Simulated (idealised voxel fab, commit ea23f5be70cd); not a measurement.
This is a process module. Its name is voxel released beams.
Pictured: cross-section cut, 250 nm wide, on a grid of 5 nm square cells.
Bands, listed from the top down, are how a cross-section gets written in this document; the cross-section itself is a grid of square cells, and a band is one or more rows of them. Top height, bottom height, nm. Materials left to right, width each, nm. Single material + "all across" = fills band edge to edge. "empty" = empty. Where do heights start? At 0: under that level the wafer as delivered is made of one material only. And the lowest band has no floor; it just carries on downward, as in "0 and below". A two-number width, for instance "30 to 40", indicates that the width is equal to the first number in the top row of the band and to the second number in the bottom row, and that it changes by a constant amount per row of cells. For the purposes of this document, the phrase "nothing different" attached to a step denotes that no cell within the cross-section was modified by that step. If an empty space has no open way to the top and is at least 8 cells in size, "Sealed internal voids" lists it, written width x height at distance, where distance is measured from the left edge and every value is in nm. Read whatever lies past the settings on a step's line as the simulator's own remark about the step. If you see "overlay nm" on a step's line and that step has a mask, it's telling you how far right of where it was planned the mask ended up; a negative number means it went left instead.
[The steps planned for the process are as follows]
step 1: op RECEIVE | material Si
step 2: op CONFORMAL_DEP | material SiN | thk nm 5
step 3: op DIRECTIONAL_DEP | material SiO2 | thk nm 10
step 4: op PATTERN | tone open | mask id ANCHOR | material resist | width nm 25 | thk nm 15 | overlay nm 0
step 5: op DIRECTIONAL_ETCH | etch materials SiO2 | depth nm 10
step 6: op STRIP | etch materials resist
step 7: op CONFORMAL_DEP | material W | thk nm 10
step 8: op DIRECTIONAL_DEP | material aC | thk nm 10
step 9: op PATTERN | tone cover | mask id BEAM | material resist | width nm 70 | thk nm 25 | overlay nm 0
step 10: op DIRECTIONAL_ETCH | etch materials aC | depth nm 10
step 11: op STRIP | etch materials resist
step 12: op DIRECTIONAL_ETCH | etch materials W | depth nm 10
step 13: op STRIP | etch materials aC
step 14: op STRIP | etch materials SiO2
[The following pertains to the first of two wafers, which was processed as planned]
[Cross-section of the wafer at receipt, which is the condition after step 1]
    0 and below | Si all across
    Sealed internal voids: none
[Once step 2 is through, the wafer looks like this in cross-section]
    5 down to 0 | SiN all across
    For the remainder of the cross-section, below 0, there is no change.
[Once step 3 is through, the wafer looks like this in cross-section]
    15 down to 5 | SiO2 all across
    For the remainder of the cross-section, below 5, there is no change.
[Once step 4 is through, the wafer looks like this in cross-section]
    30 down to 15 | resist 90 nm  empty 25 nm  resist 135 nm
    For the remainder of the cross-section, below 15, there is no change.
[Once step 5 is through, the wafer looks like this in cross-section]
    30 down to 15 | resist 90 nm  empty 25 nm  resist 135 nm
    15 down to 5 | SiO2 90 nm  empty 25 nm  SiO2 135 nm
    For the remainder of the cross-section, below 5, there is no change.
[Once step 6 is through, the wafer looks like this in cross-section]
    15 down to 5 | SiO2 90 nm  empty 25 nm  SiO2 135 nm
    For the remainder of the cross-section, below 5, there is no change.
[Once step 7 is through, the wafer looks like this in cross-section]
    25 down to 15 | W 100 nm  empty 5 nm  W 145 nm
    15 down to 5 | SiO2 90 nm  W 25 nm  SiO2 135 nm
    For the remainder of the cross-section, below 5, there is no change.
[Once step 8 is through, the wafer looks like this in cross-section]
    35 down to 25 | aC 100 nm  empty 5 nm  aC 145 nm
    25 down to 15 | W 100 nm  aC 5 nm  W 145 nm
    For the remainder of the cross-section, below 15, there is no change.
[Once step 9 is through, the wafer looks like this in cross-section]
    60 down to 35 | empty 85 nm  resist 70 nm  empty 95 nm
    35 down to 25 | aC 100 nm  resist 5 nm  aC 145 nm
    For the remainder of the cross-section, below 25, there is no change.
[Once step 10 is through, the wafer looks like this in cross-section]
    50 down to 35 | empty 85 nm  resist 70 nm  empty 95 nm
    35 down to 25 | empty 85 nm  aC 15 nm  resist 5 nm  aC 50 nm  empty 95 nm
    For the remainder of the cross-section, below 25, there is no change.
[Once step 11 is through, the wafer looks like this in cross-section]
    35 down to 25 | empty 85 nm  aC 15 nm  empty 5 nm  aC 50 nm  empty 95 nm
    For the remainder of the cross-section, below 25, there is no change.
[Once step 12 is through, the wafer looks like this in cross-section]
    35 down to 25 | empty 85 nm  aC 15 nm  empty 5 nm  aC 50 nm  empty 95 nm
    25 down to 15 | empty 85 nm  W 15 nm  aC 5 nm  W 50 nm  empty 95 nm
    For the remainder of the cross-section, below 15, there is no change.
[Once step 13 is through, the wafer looks like this in cross-section]
    25 down to 15 | empty 85 nm  W 15 nm  empty 5 nm  W 50 nm  empty 95 nm
    For the remainder of the cross-section, below 15, there is no change.
[Once step 14 is through, the wafer looks like this in cross-section]
    25 down to 15 | empty 85 nm  W 15 nm  empty 5 nm  W 50 nm  empty 95 nm
    15 down to 5 | empty 90 nm  W 25 nm  empty 135 nm
    For the remainder of the cross-section, below 5, there is no change.
[Companion wafer, the second of two: same beginning, same intended sequence, one mistake in carrying it out; through step 8 inclusive it tracks the first exactly]
[At the planned end of step 9, the second wafer in cross-section]
    60 down to 35 | empty 95 nm  resist 70 nm  empty 85 nm
    35 down to 25 | aC 100 nm  resist 5 nm  aC 145 nm
    For the remainder of the cross-section, below 25, there is no change.
[At the planned end of step 10, the second wafer in cross-section]
    50 down to 35 | empty 95 nm  resist 70 nm  empty 85 nm
    35 down to 25 | empty 95 nm  aC 5 nm  resist 5 nm  aC 60 nm  empty 85 nm
    For the remainder of the cross-section, below 25, there is no change.
[At the planned end of step 11, the second wafer in cross-section]
    35 down to 25 | empty 95 nm  aC 5 nm  empty 5 nm  aC 60 nm  empty 85 nm
    For the remainder of the cross-section, below 25, there is no change.
[At the planned end of step 12, the second wafer in cross-section]
    35 down to 25 | empty 95 nm  aC 5 nm  empty 5 nm  aC 60 nm  empty 85 nm
    25 down to 15 | empty 95 nm  W 5 nm  aC 5 nm  W 60 nm  empty 85 nm
    For the remainder of the cross-section, below 15, there is no change.
[At the planned end of step 13, the second wafer in cross-section]
    25 down to 15 | empty 95 nm  W 5 nm  empty 5 nm  W 60 nm  empty 85 nm
    For the remainder of the cross-section, below 15, there is no change.
[At the planned end of step 14, the second wafer in cross-section]
    25 down to 15 | empty 95 nm  W 5 nm  empty 5 nm  W 60 nm  empty 85 nm
    15 down to 5 | empty 90 nm  W 25 nm  empty 135 nm
    For the remainder of the cross-section, below 5, there is no change.
What broke from the plan during processing? the process deviated at step 9: the operation and settings actually run there were op PATTERN | tone cover | mask id BEAM | material resist | width nm 70 | thk nm 25 | overlay nm 10
Comparing end states, the material composition by cell count is preserved from the first wafer to the second, while the locations of the cells are not.
